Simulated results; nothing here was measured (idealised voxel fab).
Process module, titled voxel wiring stack
This is section cut - it's 275 nm across, gridded in 5 nm square cells.
For the purposes of this document, a cross-section shall be understood as a grid of square cells, specified as bands listed in top-to-bottom order, each band consisting of one or more rows of cells. Heads up on the band format: heights come first, top then bottom, in nm. After that it's the materials left to right, each with its width in nm. A single material flagged "full width" fills the whole band edge to edge, and "blank" means there's empty space there. We count height from 0. Below that, the starting wafer is all one material. The lowest band never ends at the bottom but goes on down; see "0 nm and below" for how that is written. Top row gets the first number, bottom row gets the second, and each row in between changes by the same step: that is how a band width like "30..40" works. Given "identical to before" for a step, no cell of the cross-section differs between before and after that step. For the entry "Closed void entries", the listed items are empty spaces with no open way to the top whose size is 8 cells or more; each item follows the pattern width x height at distance, where distance is from the left edge and all three are in nm. That trailing text on a step's line, after the settings, is the simulator's own remark on the step. Steps that use a mask can have "overlay nm" on their line. It says how far the mask sat to the right of where it was meant to be. Negative means to the left. Each of the pairs that make up the rest of this document says: here is the cross-section before one process step, here is the cross-section after it, drawn only down to the lowest band that changed, and here, under the pair, is the step lying between them with its settings. Different pairs may come from different runs of this module on the same starting wafer, so a pair continues from the pair above it only where its entry headed "Cross-section, before" says so.

# Cross-section, before
- 55 nm to 35 nm = SiO2 full width
- 35 nm to 30 nm = SiCN full width
- 30 nm to 25 nm = TiN: 70 / Cu: 10 / TiN: 30 / Cu: 10 / TiN: 30 / Cu: 10 / TiN: 30 / Cu: 10 / TiN: 75
- 25 nm to 15 nm = SiO2: 65 / TiN: 5 / Cu: 10 / TiN: 5 / SiO2: 20 / TiN: 5 / Cu: 10 / TiN: 5 / SiO2: 20 / TiN: 5 / Cu: 10 / TiN: 5 / SiO2: 20 / TiN: 5 / Cu: 10 / TiN: 5 / SiO2: 70
- 15 nm to 10 nm = SiO2: 65 / TiN: 20 / SiO2: 20 / TiN: 20 / SiO2: 20 / TiN: 20 / SiO2: 20 / TiN: 20 / SiO2: 70
- 10 nm to 0 nm = SiO2 full width
- 0 nm and below = Si full width
- Closed void entries: none

# Resultant Cross-Section
- 55 nm to 35 nm = SiO2: 65 / blank: 15 / SiO2: 25 / blank: 15 / SiO2: 25 / blank: 15 / SiO2: 25 / blank: 15 / SiO2: 75
- Below a height of 35, the structure has not been altered.
- Closed void entries: none
The two cross-sections above are separated by a single process step, namely MASKED_ETCH: tone open, mask id PLUG_1, width nm 15, pitch nm 40, etch materials SiO2, depth nm 20, overlay nm 0

Cross-section, before: as shown after the step in the preceding pair, directly above.

# Resultant Cross-Section
- 55 nm to 35 nm = SiO2: 65 / blank: 15 / SiO2: 25 / blank: 15 / SiO2: 25 / blank: 15 / SiO2: 25 / blank: 15 / SiO2: 75
- 35 nm to 30 nm = SiCN: 65 / blank: 15 / SiCN: 25 / blank: 15 / SiCN: 25 / blank: 15 / SiCN: 25 / blank: 15 / SiCN: 75
- Below a height of 30, the structure has not been altered.
- Closed void entries: none
The two cross-sections above are separated by a single process step, namely MASKED_ETCH: tone open, mask id PLUG_1, width nm 15, pitch nm 40, etch materials SiCN, depth nm 5, overlay nm 0

Cross-section, before: as shown after the step in the preceding pair, directly above.

# Resultant Cross-Section
- 55 nm to 40 nm = SiO2: 65 / blank: 15 / SiO2: 25 / blank: 15 / SiO2: 25 / blank: 15 / SiO2: 25 / blank: 15 / SiO2: 75
- 40 nm to 35 nm = SiO2: 65 / Ru: 15 / SiO2: 25 / Ru: 15 / SiO2: 25 / Ru: 15 / SiO2: 25 / Ru: 15 / SiO2: 75
- 35 nm to 30 nm = SiCN: 65 / Ru: 15 / SiCN: 25 / Ru: 15 / SiCN: 25 / Ru: 15 / SiCN: 25 / Ru: 15 / SiCN: 75
- Below a height of 30, the structure has not been altered.
- Closed void entries: none
The two cross-sections above are separated by a single process step, namely EPI: material Ru, thk nm 10

Cross-section, before: as shown after the step in the preceding pair, directly above.

# Resultant Cross-Section
- 55 nm to 50 nm = SiO2: 65 / blank: 15 / SiO2: 25 / blank: 15 / SiO2: 25 / blank: 15 / SiO2: 25 / blank: 15 / SiO2: 75
- 50 nm to 35 nm = SiO2: 65 / Ru: 15 / SiO2: 25 / Ru: 15 / SiO2: 25 / Ru: 15 / SiO2: 25 / Ru: 15 / SiO2: 75
- Below a height of 35, the structure has not been altered.
- Closed void entries: none
The two cross-sections above are separated by a single process step, namely EPI: material Ru, thk nm 10

Cross-section, before: as shown after the step in the preceding pair, directly above.

# Resultant Cross-Section
- 55 nm to 35 nm = SiO2: 65 / Ru: 15 / SiO2: 25 / Ru: 15 / SiO2: 25 / Ru: 15 / SiO2: 25 / Ru: 15 / SiO2: 75
- Below a height of 35, the structure has not been altered.
- Closed void entries: none
The two cross-sections above are separated by a single process step, namely EPI: material Ru, thk nm 5

Cross-section, before: as shown after the step in the preceding pair, directly above.

# Resultant Cross-Section
- 60 nm to 55 nm = SiN full width
- Below a height of 55, the structure has not been altered.
- Closed void entries: none
The two cross-sections above are separated by a single process step, namely CONFORMAL_DEP: material SiN, thk nm 5

Cross-section, before: as shown after the step in the preceding pair, directly above.

# Resultant Cross-Section
- 80 nm to 60 nm = SiO2 full width
- Below a height of 60, the structure has not been altered.
- Closed void entries: none
The two cross-sections above are separated by a single process step, namely DIRECTIONAL_DEP: material SiO2, thk nm 20

Cross-section, before: as shown after the step in the preceding pair, directly above.

# Resultant Cross-Section
- 90 nm to 80 nm = aC full width
- Below a height of 80, the structure has not been altered.
- Closed void entries: none
The two cross-sections above are separated by a single process step, namely DIRECTIONAL_DEP: material aC, thk nm 10

Cross-section, before: as shown after the step in the preceding pair, directly above.

# Resultant Cross-Section
- 115 nm to 90 nm = resist: 65 / blank: 20 / resist: 20 / blank: 20 / resist: 20 / blank: 20 / resist: 20 / blank: 20 / resist: 70
- Below a height of 90, the structure has not been altered.
- Closed void entries: none
The two cross-sections above are separated by a single process step, namely PATTERN: tone open, mask id METAL_2, material resist, width nm 20, pitch nm 40, thk nm 25, overlay nm 0

Cross-section, before: as shown after the step in the preceding pair, directly above.

# Resultant Cross-Section
- 105 nm to 90 nm = resist: 65 / blank: 20 / resist: 20 / blank: 20 / resist: 20 / blank: 20 / resist: 20 / blank: 20 / resist: 70
- 90 nm to 80 nm = aC: 65 / blank: 20 / aC: 20 / blank: 20 / aC: 20 / blank: 20 / aC: 20 / blank: 20 / aC: 70
- Below a height of 80, the structure has not been altered.
- Closed void entries: none
The two cross-sections above are separated by a single process step, namely DIRECTIONAL_ETCH: etch materials aC, depth nm 10

Cross-section, before: as shown after the step in the preceding pair, directly above.

# Resultant Cross-Section
- 90 nm to 80 nm = aC: 65 / blank: 20 / aC: 20 / blank: 20 / aC: 20 / blank: 20 / aC: 20 / blank: 20 / aC: 70
- Below a height of 80, the structure has not been altered.
- Closed void entries: none
The two cross-sections above are separated by a single process step, namely STRIP: etch materials resist

Cross-section, before: as shown after the step in the preceding pair, directly above.

# Resultant Cross-Section
- 90 nm to 80 nm = aC: 65 / blank: 20 / aC: 20 / blank: 20 / aC: 20 / blank: 20 / aC: 20 / blank: 20 / aC: 70
- 80 nm to 60 nm = SiO2: 65 / blank: 20 / SiO2: 20 / blank: 20 / SiO2: 20 / blank: 20 / SiO2: 20 / blank: 20 / SiO2: 70
- Below a height of 60, the structure has not been altered.
- Closed void entries: none
The two cross-sections above are separated by a single process step, namely DIRECTIONAL_ETCH: etch materials SiO2, depth nm 20

Cross-section, before: as shown after the step in the preceding pair, directly above.

# Resultant Cross-Section
- 90 nm to 80 nm = aC: 65 / blank: 20 / aC: 20 / blank: 20 / aC: 20 / blank: 20 / aC: 20 / blank: 20 / aC: 70
- 80 nm to 60 nm = SiO2: 65 / blank: 20 / SiO2: 20 / blank: 20 / SiO2: 20 / blank: 20 / SiO2: 20 / blank: 20 / SiO2: 70
- 60 nm to 55 nm = SiN: 65 / blank: 20 / SiN: 20 / blank: 20 / SiN: 20 / blank: 20 / SiN: 20 / blank: 20 / SiN: 70
- Below a height of 55, the structure has not been altered.
- Closed void entries: none
The two cross-sections above are separated by a single process step, namely DIRECTIONAL_ETCH: etch materials SiN, depth nm 5

Cross-section, before: as shown after the step in the preceding pair, directly above.

# Resultant Cross-Section
- 80 nm to 60 nm = SiO2: 65 / blank: 20 / SiO2: 20 / blank: 20 / SiO2: 20 / blank: 20 / SiO2: 20 / blank: 20 / SiO2: 70
- Below a height of 60, the structure has not been altered.
- Closed void entries: none
The two cross-sections above are separated by a single process step, namely STRIP: etch materials aC

Cross-section, before: as shown after the step in the preceding pair, directly above.

# Resultant Cross-Section
- 85 nm to 80 nm = TiN: 70 / blank: 10 / TiN: 30 / blank: 10 / TiN: 30 / blank: 10 / TiN: 30 / blank: 10 / TiN: 75
- 80 nm to 60 nm = SiO2: 65 / TiN: 5 / blank: 10 / TiN: 5 / SiO2: 20 / TiN: 5 / blank: 10 / TiN: 5 / SiO2: 20 / TiN: 5 / blank: 10 / TiN: 5 / SiO2: 20 / TiN: 5 / blank: 10 / TiN: 5 / SiO2: 70
- 60 nm to 55 nm = SiN: 65 / TiN: 20 / SiN: 20 / TiN: 20 / SiN: 20 / TiN: 20 / SiN: 20 / TiN: 20 / SiN: 70
- Below a height of 55, the structure has not been altered.
- Closed void entries: none
The two cross-sections above are separated by a single process step, namely CONFORMAL_DEP: material TiN, thk nm 5

Cross-section, before: as shown after the step in the preceding pair, directly above.

# Resultant Cross-Section
- 95 nm to 85 nm = Ru full width
- 85 nm to 80 nm = TiN: 70 / Ru: 10 / TiN: 30 / Ru: 10 / TiN: 30 / Ru: 10 / TiN: 30 / Ru: 10 / TiN: 75
- 80 nm to 60 nm = SiO2: 65 / TiN: 5 / Ru: 10 / TiN: 5 / SiO2: 20 / TiN: 5 / Ru: 10 / TiN: 5 / SiO2: 20 / TiN: 5 / Ru: 10 / TiN: 5 / SiO2: 20 / TiN: 5 / Ru: 10 / TiN: 5 / SiO2: 70
- Below a height of 60, the structure has not been altered.
- Closed void entries: none
The two cross-sections above are separated by a single process step, namely FILL_DEP: material Ru, thk nm 10

Cross-section, before: as shown after the step in the preceding pair, directly above.

# Resultant Cross-Section
- 80 nm to 60 nm = SiO2: 65 / TiN: 5 / Ru: 10 / TiN: 5 / SiO2: 20 / TiN: 5 / Ru: 10 / TiN: 5 / SiO2: 20 / TiN: 5 / Ru: 10 / TiN: 5 / SiO2: 20 / TiN: 5 / Ru: 10 / TiN: 5 / SiO2: 70
- Below a height of 60, the structure has not been altered.
- Closed void entries: none
The two cross-sections above are separated by a single process step, namely CMP: height nm 80

Cross-section, before: as shown after the step in the preceding pair, directly above.

# Resultant Cross-Section
- 85 nm to 80 nm = SiCN full width
- Below a height of 80, the structure has not been altered.
- Closed void entries: none
The two cross-sections above are separated by a single process step, namely CONFORMAL_DEP: material SiCN, thk nm 5

Cross-section, before: as shown after the step in the preceding pair, directly above.

# Resultant Cross-Section
- 105 nm to 85 nm = lowk full width
- Below a height of 85, the structure has not been altered.
- Closed void entries: none
The two cross-sections above are separated by a single process step, namely DIRECTIONAL_DEP: material lowk, thk nm 20

Cross-section, before: as shown after the step in the preceding pair, directly above.

# Resultant Cross-Section
- 120 nm to 105 nm = aC full width
- Below a height of 105, the structure has not been altered.
- Closed void entries: none
The two cross-sections above are separated by a single process step, namely DIRECTIONAL_DEP: material aC, thk nm 15

Cross-section, before: as shown after the step in the preceding pair, directly above.

# Resultant Cross-Section
- 150 nm to 120 nm = resist: 65 / blank: 15 / resist: 25 / blank: 15 / resist: 25 / blank: 15 / resist: 25 / blank: 15 / resist: 75
- Below a height of 120, the structure has not been altered.
- Closed void entries: none
The two cross-sections above are separated by a single process step, namely PATTERN: tone open, mask id PLUG_2, material resist, width nm 15, pitch nm 40, thk nm 30, overlay nm 0

Cross-section, before: as shown after the step in the preceding pair, directly above.

# Resultant Cross-Section
- 135 nm to 120 nm = resist: 65 / blank: 15 / resist: 25 / blank: 15 / resist: 25 / blank: 15 / resist: 25 / blank: 15 / resist: 75
- 120 nm to 105 nm = aC: 65 / blank: 15 / aC: 25 / blank: 15 / aC: 25 / blank: 15 / aC: 25 / blank: 15 / aC: 75
- Below a height of 105, the structure has not been altered.
- Closed void entries: none
The two cross-sections above are separated by a single process step, namely DIRECTIONAL_ETCH: etch materials aC, depth nm 15

Cross-section, before: as shown after the step in the preceding pair, directly above.

# Resultant Cross-Section
- 120 nm to 105 nm = aC: 65 / blank: 15 / aC: 25 / blank: 15 / aC: 25 / blank: 15 / aC: 25 / blank: 15 / aC: 75
- Below a height of 105, the structure has not been altered.
- Closed void entries: none
The two cross-sections above are separated by a single process step, namely STRIP: etch materials resist

Cross-section, before: as shown after the step in the preceding pair, directly above.

# Resultant Cross-Section
- 120 nm to 105 nm = aC: 65 / blank: 15 / aC: 25 / blank: 15 / aC: 25 / blank: 15 / aC: 25 / blank: 15 / aC: 75
- 105 nm to 85 nm = lowk: 65 / blank: 15 / lowk: 25 / blank: 15 / lowk: 25 / blank: 15 / lowk: 25 / blank: 15 / lowk: 75
- Below a height of 85, the structure has not been altered.
- Closed void entries: none
The two cross-sections above are separated by a single process step, namely DIRECTIONAL_ETCH: etch materials lowk, depth nm 20

Cross-section, before: as shown after the step in the preceding pair, directly above.

# Resultant Cross-Section
- 120 nm to 105 nm = aC: 65 / blank: 15 / aC: 25 / blank: 15 / aC: 25 / blank: 15 / aC: 25 / blank: 15 / aC: 75
- 105 nm to 85 nm = lowk: 65 / blank: 15 / lowk: 25 / blank: 15 / lowk: 25 / blank: 15 / lowk: 25 / blank: 15 / lowk: 75
- 85 nm to 80 nm = SiCN: 65 / blank: 15 / SiCN: 25 / blank: 15 / SiCN: 25 / blank: 15 / SiCN: 25 / blank: 15 / SiCN: 75
- Below a height of 80, the structure has not been altered.
- Closed void entries: none
The two cross-sections above are separated by a single process step, namely DIRECTIONAL_ETCH: etch materials SiCN, depth nm 5

Cross-section, before: as shown after the step in the preceding pair, directly above.

# Resultant Cross-Section
- 105 nm to 85 nm = lowk: 65 / blank: 15 / lowk: 25 / blank: 15 / lowk: 25 / blank: 15 / lowk: 25 / blank: 15 / lowk: 75
- Below a height of 85, the structure has not been altered.
- Closed void entries: none
The two cross-sections above are separated by a single process step, namely STRIP: etch materials aC

Cross-section, before: as shown after the step in the preceding pair, directly above.

# Resultant Cross-Section
- 110 nm to 105 nm = TiN: 70 / blank: 5 / TiN: 35 / blank: 5 / TiN: 35 / blank: 5 / TiN: 35 / blank: 5 / TiN: 80
- 105 nm to 85 nm = lowk: 65 / TiN: 5 / blank: 5 / TiN: 5 / lowk: 25 / TiN: 5 / blank: 5 / TiN: 5 / lowk: 25 / TiN: 5 / blank: 5 / TiN: 5 / lowk: 25 / TiN: 5 / blank: 5 / TiN: 5 / lowk: 75
- 85 nm to 80 nm = SiCN: 65 / TiN: 15 / SiCN: 25 / TiN: 15 / SiCN: 25 / TiN: 15 / SiCN: 25 / TiN: 15 / SiCN: 75
- Below a height of 80, the structure has not been altered.
- Closed void entries: none
The two cross-sections above are separated by a single process step, namely CONFORMAL_DEP: material TiN, thk nm 5

Cross-section, before: as shown after the step in the preceding pair, directly above.

# Resultant Cross-Section
- 120 nm to 110 nm = W full width
- 110 nm to 105 nm = TiN: 70 / W: 5 / TiN: 35 / W: 5 / TiN: 35 / W: 5 / TiN: 35 / W: 5 / TiN: 80
- 105 nm to 85 nm = lowk: 65 / TiN: 5 / W: 5 / TiN: 5 / lowk: 25 / TiN: 5 / W: 5 / TiN: 5 / lowk: 25 / TiN: 5 / W: 5 / TiN: 5 / lowk: 25 / TiN: 5 / W: 5 / TiN: 5 / lowk: 75
- Below a height of 85, the structure has not been altered.
- Closed void entries: none
The two cross-sections above are separated by a single process step, namely FILL_DEP: material W, thk nm 10

Cross-section, before: as shown after the step in the preceding pair, directly above.

# Resultant Cross-Section
- 105 nm to 85 nm = lowk: 65 / TiN: 5 / W: 5 / TiN: 5 / lowk: 25 / TiN: 5 / W: 5 / TiN: 5 / lowk: 25 / TiN: 5 / W: 5 / TiN: 5 / lowk: 25 / TiN: 5 / W: 5 / TiN: 5 / lowk: 75
- Below a height of 85, the structure has not been altered.
- Closed void entries: none
The two cross-sections above are separated by a single process step, namely CMP: height nm 105

Cross-section, before: as shown after the step in the preceding pair, directly above.

# Resultant Cross-Section
- 110 nm to 105 nm = TiN full width
- Below a height of 105, the structure has not been altered.
- Closed void entries: none
The two cross-sections above are separated by a single process step, namely DIRECTIONAL_DEP: material TiN, thk nm 5

Cross-section, before: as shown after the step in the preceding pair, directly above.

# Resultant Cross-Section
- 125 nm to 110 nm = W full width
- Below a height of 110, the structure has not been altered.
- Closed void entries: none
The two cross-sections above are separated by a single process step, namely DIRECTIONAL_DEP: material W, thk nm 15

Cross-section, before: as shown after the step in the preceding pair, directly above.

# Resultant Cross-Section
- 125 nm to 110 nm = blank: 65 / W: 20 / blank: 20 / W: 20 / blank: 20 / W: 20 / blank: 20 / W: 20 / blank: 70
- Below a height of 110, the structure has not been altered.
- Closed void entries: none
The two cross-sections above are separated by a single process step, namely MASKED_ETCH: tone cover, mask id METAL_3, width nm 20, pitch nm 40, etch materials W, depth nm 15, overlay nm 0

Cross-section, before: as shown after the step in the preceding pair, directly above.

# Resultant Cross-Section
- 125 nm to 110 nm = blank: 65 / W: 20 / blank: 20 / W: 20 / blank: 20 / W: 20 / blank: 20 / W: 20 / blank: 70
- 110 nm to 105 nm = blank: 65 / TiN: 20 / blank: 20 / TiN: 20 / blank: 20 / TiN: 20 / blank: 20 / TiN: 20 / blank: 70
- Below a height of 105, the structure has not been altered.
- Closed void entries: none
The two cross-sections above are separated by a single process step, namely MASKED_ETCH: tone cover, mask id METAL_3, width nm 20, pitch nm 40, etch materials TiN, depth nm 5, overlay nm 0

Cross-section, before: as shown after the step in the preceding pair, directly above.

# Resultant Cross-Section
- 130 nm to 125 nm = lowk full width
- 125 nm to 110 nm = lowk: 65 / W: 20 / lowk: 20 / W: 20 / lowk: 20 / W: 20 / lowk: 20 / W: 20 / lowk: 70
- 110 nm to 105 nm = lowk: 65 / TiN: 20 / lowk: 20 / TiN: 20 / lowk: 20 / TiN: 20 / lowk: 20 / TiN: 20 / lowk: 70
- Below a height of 105, the structure has not been altered.
- Closed void entries: none
The two cross-sections above are separated by a single process step, namely FILL_DEP: material lowk, thk nm 5

Cross-section, before: as shown after the step in the preceding pair, directly above.

# Resultant Cross-Section
- 125 nm to 110 nm = lowk: 65 / W: 20 / lowk: 20 / W: 20 / lowk: 20 / W: 20 / lowk: 20 / W: 20 / lowk: 70
- Below a height of 110, the structure has not been altered.
- Closed void entries: none
The two cross-sections above are separated by a single process step, namely CMP: height nm 125

Cross-section, before: as shown after the step in the preceding pair, directly above.

# Resultant Cross-Section
- 130 nm to 125 nm = SiCN full width
- Below a height of 125, the structure has not been altered.
- Closed void entries: none
The two cross-sections above are separated by a single process step, namely CONFORMAL_DEP: material SiCN, thk nm 5

# Cross-section, before
- 55 nm to 35 nm = SiO2 full width
- 35 nm to 30 nm = SiCN full width
- 30 nm to 15 nm = SiO2: 65 / TiN: 5 / Cu: 10 / TiN: 5 / SiO2: 20 / TiN: 5 / Cu: 10 / TiN: 5 / SiO2: 20 / TiN: 5 / Cu: 10 / TiN: 5 / SiO2: 20 / TiN: 5 / Cu: 10 / TiN: 5 / SiO2: 70
- 15 nm to 10 nm = SiN: 65 / TiN: 20 / SiN: 20 / TiN: 20 / SiN: 20 / TiN: 20 / SiN: 20 / TiN: 20 / SiN: 70
- 10 nm to 0 nm = SiO2 full width
- 0 nm and below = Si full width
- Closed void entries: none

# Resultant Cross-Section
- 75 nm to 35 nm = SiO2 full width
- Below a height of 35, the structure has not been altered.
- Closed void entries: none
The two cross-sections above are separated by a single process step, namely DIRECTIONAL_DEP: material SiO2, thk nm 20

Cross-section, before: as shown after the step in the preceding pair, directly above.

# Resultant Cross-Section
- 75 nm to 55 nm = SiO2: 65 / blank: 15 / SiO2: 25 / blank: 15 / SiO2: 25 / blank: 15 / SiO2: 25 / blank: 15 / SiO2: 75
- Below a height of 55, the structure has not been altered.
- Closed void entries: none
The two cross-sections above are separated by a single process step, namely MASKED_ETCH: tone open, mask id PLUG_1, width nm 15, pitch nm 40, etch materials SiO2, depth nm 20, overlay nm 0

Cross-section, before: as shown after the step in the preceding pair, directly above.

# Resultant Cross-Section
- 80 nm to 75 nm = SiN: 70 / blank: 5 / SiN: 35 / blank: 5 / SiN: 35 / blank: 5 / SiN: 35 / blank: 5 / SiN: 80
- 75 nm to 60 nm = SiO2: 65 / SiN: 5 / blank: 5 / SiN: 5 / SiO2: 25 / SiN: 5 / blank: 5 / SiN: 5 / SiO2: 25 / SiN: 5 / blank: 5 / SiN: 5 / SiO2: 25 / SiN: 5 / blank: 5 / SiN: 5 / SiO2: 75
- 60 nm to 55 nm = SiO2: 65 / SiN: 15 / SiO2: 25 / SiN: 15 / SiO2: 25 / SiN: 15 / SiO2: 25 / SiN: 15 / SiO2: 75
- Below a height of 55, the structure has not been altered.
- Closed void entries: none
The two cross-sections above are separated by a single process step, namely CONFORMAL_DEP: material SiN, thk nm 5

Cross-section, before: as shown after the step in the preceding pair, directly above.

# Resultant Cross-Section
- 100 nm to 80 nm = SiO2: 70 / blank: 5 / SiO2: 35 / blank: 5 / SiO2: 35 / blank: 5 / SiO2: 35 / blank: 5 / SiO2: 80
- 80 nm to 75 nm = SiN: 70 / SiO2: 5 / SiN: 35 / SiO2: 5 / SiN: 35 / SiO2: 5 / SiN: 35 / SiO2: 5 / SiN: 80
- 75 nm to 60 nm = SiO2: 65 / SiN: 5 / SiO2: 5 / SiN: 5 / SiO2: 25 / SiN: 5 / SiO2: 5 / SiN: 5 / SiO2: 25 / SiN: 5 / SiO2: 5 / SiN: 5 / SiO2: 25 / SiN: 5 / SiO2: 5 / SiN: 5 / SiO2: 75
- Below a height of 60, the structure has not been altered.
- Closed void entries: none
The two cross-sections above are separated by a single process step, namely DIRECTIONAL_DEP: material SiO2, thk nm 20

Cross-section, before: as shown after the step in the preceding pair, directly above.

# Resultant Cross-Section
- 110 nm to 100 nm = aC: 70 / blank: 5 / aC: 35 / blank: 5 / aC: 35 / blank: 5 / aC: 35 / blank: 5 / aC: 80
- 100 nm to 90 nm = SiO2: 70 / blank: 5 / SiO2: 35 / blank: 5 / SiO2: 35 / blank: 5 / SiO2: 35 / blank: 5 / SiO2: 80
- 90 nm to 80 nm = SiO2: 70 / aC: 5 / SiO2: 35 / aC: 5 / SiO2: 35 / aC: 5 / SiO2: 35 / aC: 5 / SiO2: 80
- Below a height of 80, the structure has not been altered.
- Closed void entries: none
The two cross-sections above are separated by a single process step, namely DIRECTIONAL_DEP: material aC, thk nm 10

Cross-section, before: as shown after the step in the preceding pair, directly above.

# Resultant Cross-Section
- 135 nm to 110 nm = resist: 65 / blank: 20 / resist: 20 / blank: 20 / resist: 20 / blank: 20 / resist: 20 / blank: 20 / resist: 70
- Below a height of 110, the structure has not been altered.
- Closed void entries: none
The two cross-sections above are separated by a single process step, namely PATTERN: tone open, mask id METAL_2, material resist, width nm 20, pitch nm 40, thk nm 25, overlay nm 0

Cross-section, before: as shown after the step in the preceding pair, directly above.

# Resultant Cross-Section
- 125 nm to 110 nm = resist: 65 / blank: 20 / resist: 20 / blank: 20 / resist: 20 / blank: 20 / resist: 20 / blank: 20 / resist: 70
- 110 nm to 100 nm = aC: 65 / blank: 20 / aC: 20 / blank: 20 / aC: 20 / blank: 20 / aC: 20 / blank: 20 / aC: 70
- 100 nm to 80 nm = SiO2: 70 / blank: 5 / SiO2: 35 / blank: 5 / SiO2: 35 / blank: 5 / SiO2: 35 / blank: 5 / SiO2: 80
- Below a height of 80, the structure has not been altered.
- Closed void entries: none
The two cross-sections above are separated by a single process step, namely DIRECTIONAL_ETCH: etch materials aC, depth nm 10

Cross-section, before: as shown after the step in the preceding pair, directly above.

# Resultant Cross-Section
- 110 nm to 100 nm = aC: 65 / blank: 20 / aC: 20 / blank: 20 / aC: 20 / blank: 20 / aC: 20 / blank: 20 / aC: 70
- Below a height of 100, the structure has not been altered.
- Closed void entries: none
The two cross-sections above are separated by a single process step, namely STRIP: etch materials resist

Cross-section, before: as shown after the step in the preceding pair, directly above.

# Resultant Cross-Section
- 110 nm to 100 nm = aC: 65 / blank: 20 / aC: 20 / blank: 20 / aC: 20 / blank: 20 / aC: 20 / blank: 20 / aC: 70
- 100 nm to 80 nm = SiO2: 65 / blank: 20 / SiO2: 20 / blank: 20 / SiO2: 20 / blank: 20 / SiO2: 20 / blank: 20 / SiO2: 70
- 80 nm to 75 nm = SiN: 70 / blank: 5 / SiN: 35 / blank: 5 / SiN: 35 / blank: 5 / SiN: 35 / blank: 5 / SiN: 80
- 75 nm to 60 nm = SiO2: 65 / SiN: 5 / blank: 5 / SiN: 5 / SiO2: 25 / SiN: 5 / blank: 5 / SiN: 5 / SiO2: 25 / SiN: 5 / blank: 5 / SiN: 5 / SiO2: 25 / SiN: 5 / blank: 5 / SiN: 5 / SiO2: 75
- Below a height of 60, the structure has not been altered.
- Closed void entries: none
The two cross-sections above are separated by a single process step, namely DIRECTIONAL_ETCH: etch materials SiO2, depth nm 20

Cross-section, before: as shown after the step in the preceding pair, directly above.

# Resultant Cross-Section
- 110 nm to 100 nm = aC: 65 / blank: 20 / aC: 20 / blank: 20 / aC: 20 / blank: 20 / aC: 20 / blank: 20 / aC: 70
- 100 nm to 80 nm = SiO2: 65 / blank: 20 / SiO2: 20 / blank: 20 / SiO2: 20 / blank: 20 / SiO2: 20 / blank: 20 / SiO2: 70
- 80 nm to 75 nm = SiN: 65 / blank: 20 / SiN: 20 / blank: 20 / SiN: 20 / blank: 20 / SiN: 20 / blank: 20 / SiN: 70
- 75 nm to 55 nm = SiO2: 65 / SiN: 5 / blank: 5 / SiN: 5 / SiO2: 25 / SiN: 5 / blank: 5 / SiN: 5 / SiO2: 25 / SiN: 5 / blank: 5 / SiN: 5 / SiO2: 25 / SiN: 5 / blank: 5 / SiN: 5 / SiO2: 75
- Below a height of 55, the structure has not been altered.
- Closed void entries: none
The two cross-sections above are separated by a single process step, namely DIRECTIONAL_ETCH: etch materials SiN, depth nm 5

Cross-section, before: as shown after the step in the preceding pair, directly above.

# Resultant Cross-Section
- 100 nm to 80 nm = SiO2: 65 / blank: 20 / SiO2: 20 / blank: 20 / SiO2: 20 / blank: 20 / SiO2: 20 / blank: 20 / SiO2: 70
- Below a height of 80, the structure has not been altered.
- Closed void entries: none
The two cross-sections above are separated by a single process step, namely STRIP: etch materials aC

Cross-section, before: as shown after the step in the preceding pair, directly above.

# Resultant Cross-Section
- 105 nm to 100 nm = TiN: 70 / blank: 10 / TiN: 30 / blank: 10 / TiN: 30 / blank: 10 / TiN: 30 / blank: 10 / TiN: 75
- 100 nm to 80 nm = SiO2: 65 / TiN: 5 / blank: 10 / TiN: 5 / SiO2: 20 / TiN: 5 / blank: 10 / TiN: 5 / SiO2: 20 / TiN: 5 / blank: 10 / TiN: 5 / SiO2: 20 / TiN: 5 / blank: 10 / TiN: 5 / SiO2: 70
- 80 nm to 75 nm = SiN: 65 / TiN: 20 / SiN: 20 / TiN: 20 / SiN: 20 / TiN: 20 / SiN: 20 / TiN: 20 / SiN: 70
- 75 nm to 55 nm = SiO2: 65 / SiN: 5 / TiN: 5 / SiN: 5 / SiO2: 25 / SiN: 5 / TiN: 5 / SiN: 5 / SiO2: 25 / SiN: 5 / TiN: 5 / SiN: 5 / SiO2: 25 / SiN: 5 / TiN: 5 / SiN: 5 / SiO2: 75
- Below a height of 55, the structure has not been altered.
- Closed void entries: none
The two cross-sections above are separated by a single process step, namely CONFORMAL_DEP: material TiN, thk nm 5

Cross-section, before: as shown after the step in the preceding pair, directly above.

# Resultant Cross-Section
- 115 nm to 105 nm = Ru full width
- 105 nm to 100 nm = TiN: 70 / Ru: 10 / TiN: 30 / Ru: 10 / TiN: 30 / Ru: 10 / TiN: 30 / Ru: 10 / TiN: 75
- 100 nm to 80 nm = SiO2: 65 / TiN: 5 / Ru: 10 / TiN: 5 / SiO2: 20 / TiN: 5 / Ru: 10 / TiN: 5 / SiO2: 20 / TiN: 5 / Ru: 10 / TiN: 5 / SiO2: 20 / TiN: 5 / Ru: 10 / TiN: 5 / SiO2: 70
- Below a height of 80, the structure has not been altered.
- Closed void entries: none
The two cross-sections above are separated by a single process step, namely FILL_DEP: material Ru, thk nm 10

Cross-section, before: as shown after the step in the preceding pair, directly above.

# Resultant Cross-Section
- 80 nm to 75 nm = SiN: 65 / TiN: 20 / SiN: 20 / TiN: 20 / SiN: 20 / TiN: 20 / SiN: 20 / TiN: 20 / SiN: 70
- Below a height of 75, the structure has not been altered.
- Closed void entries: none
The two cross-sections above are separated by a single process step, namely CMP: height nm 80

Cross-section, before: as shown after the step in the preceding pair, directly above.

# Resultant Cross-Section
- 85 nm to 80 nm = SiCN full width
- Below a height of 80, the structure has not been altered.
- Closed void entries: none
The two cross-sections above are separated by a single process step, namely CONFORMAL_DEP: material SiCN, thk nm 5

Cross-section, before: as shown after the step in the preceding pair, directly above.

# Resultant Cross-Section
- 105 nm to 85 nm = lowk full width
- Below a height of 85, the structure has not been altered.
- Closed void entries: none
The two cross-sections above are separated by a single process step, namely DIRECTIONAL_DEP: material lowk, thk nm 20

Cross-section, before: as shown after the step in the preceding pair, directly above.

# Resultant Cross-Section
- 120 nm to 105 nm = aC full width
- Below a height of 105, the structure has not been altered.
- Closed void entries: none
The two cross-sections above are separated by a single process step, namely DIRECTIONAL_DEP: material aC, thk nm 15

Cross-section, before: as shown after the step in the preceding pair, directly above.

# Resultant Cross-Section
- 150 nm to 120 nm = resist: 65 / blank: 15 / resist: 25 / blank: 15 / resist: 25 / blank: 15 / resist: 25 / blank: 15 / resist: 75
- Below a height of 120, the structure has not been altered.
- Closed void entries: none
The two cross-sections above are separated by a single process step, namely PATTERN: tone open, mask id PLUG_2, material resist, width nm 15, pitch nm 40, thk nm 30, overlay nm 0
